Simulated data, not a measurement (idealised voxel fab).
process module | voxel double patterning
Displayed cross-section: cut, width of 160 nm, square cells sized 5 nm.
Square cells in a grid make up a cross-section in this document, and the grid is given as bands, listed from the top down, each one or more rows of cells.
Quick guide to a band line: top height, bottom height (nm) up front; then every material left to right with its width in nm. Only one material and it's marked "full width"? Then it fills the band edge to edge. And "empty" just means empty space.
Convention: height 0 is the level below which the wafer, as received, is all one material. The lowest band does not terminate at the bottom but continues downward, represented as "top 0, no bottom".
When a width is written as two numbers, as in "30->40", the first number is the width in the top row of cells of the band and the second is the width in its bottom row, and the width changes by the same amount from each row to the next.
"nothing got changed" -> step changed no cross-section cell.
You'll see "Listed closed voids" listing empty spaces that have no way open to the top, as long as they're 8 cells or more; the notation is width x height at distance, where the distance is from the left edge, and all of it is in nm.
Note: text after step settings on the step line = simulator remark on that step.
Each step line may optionally specify "overlay nm", which for a step with a mask gives the rightward distance between the mask's planned place and where it lay, a negative value indicating the leftward direction.
This section lists the process steps that were planned:
| 1 | RECEIVE with material Si |
| 2 | CONFORMAL_DEP with material SiO2, thk nm 10 |
| 3 | DIRECTIONAL_DEP with material W, thk nm 10 |
| 4 | DIRECTIONAL_DEP with material SiCN, thk nm 5 |
| 5 | DIRECTIONAL_DEP with material aC, thk nm 15 |
| 6 | PATTERN with tone open, mask id FIRST, material resist, width nm 15, pitch nm 50, thk nm 30, overlay nm -5 |
| 7 | DIRECTIONAL_ETCH with etch materials aC, depth nm 15 |
| 8 | STRIP with etch materials resist |
| 9 | DIRECTIONAL_ETCH with etch materials SiCN, depth nm 5 |
| 10 | STRIP with etch materials aC |
| 11 | DIRECTIONAL_DEP with material aC, thk nm 10 |
| 12 | PATTERN with tone open, mask id SECOND, material resist, width nm 15, pitch nm 50, thk nm 30, overlay nm 0 |
| 13 | DIRECTIONAL_ETCH with etch materials aC, depth nm 10 |
| 14 | STRIP with etch materials resist |
| 15 | DIRECTIONAL_ETCH with etch materials SiCN, depth nm 5 |
| 16 | STRIP with etch materials aC |
| 17 | DIRECTIONAL_ETCH with etch materials W, depth nm 10 |
| 18 | STRIP with etch materials SiCN |
The value of overlay nm given for step 6 in the plan refers to the first wafer; the wafers vary in this setting and are alike at the start.
So this is the first of several wafers, cross-sectioned as it came to us, meaning it's at the end of step 1:
  top 0, no bottom  Si full width
  Listed closed voids: none
Wafer rows, end of module: cells per material gained (+) or lost (-) since receipt; closed voids last:
overlay nm -5; +64 SiO2; +34 W; Listed closed voids: none
overlay nm 0; +64 SiO2; +34 W; Listed closed voids: none
overlay nm 5; +64 SiO2; +34 W; Listed closed voids: none
overlay nm 10; +64 SiO2; +34 W; Listed closed voids: none
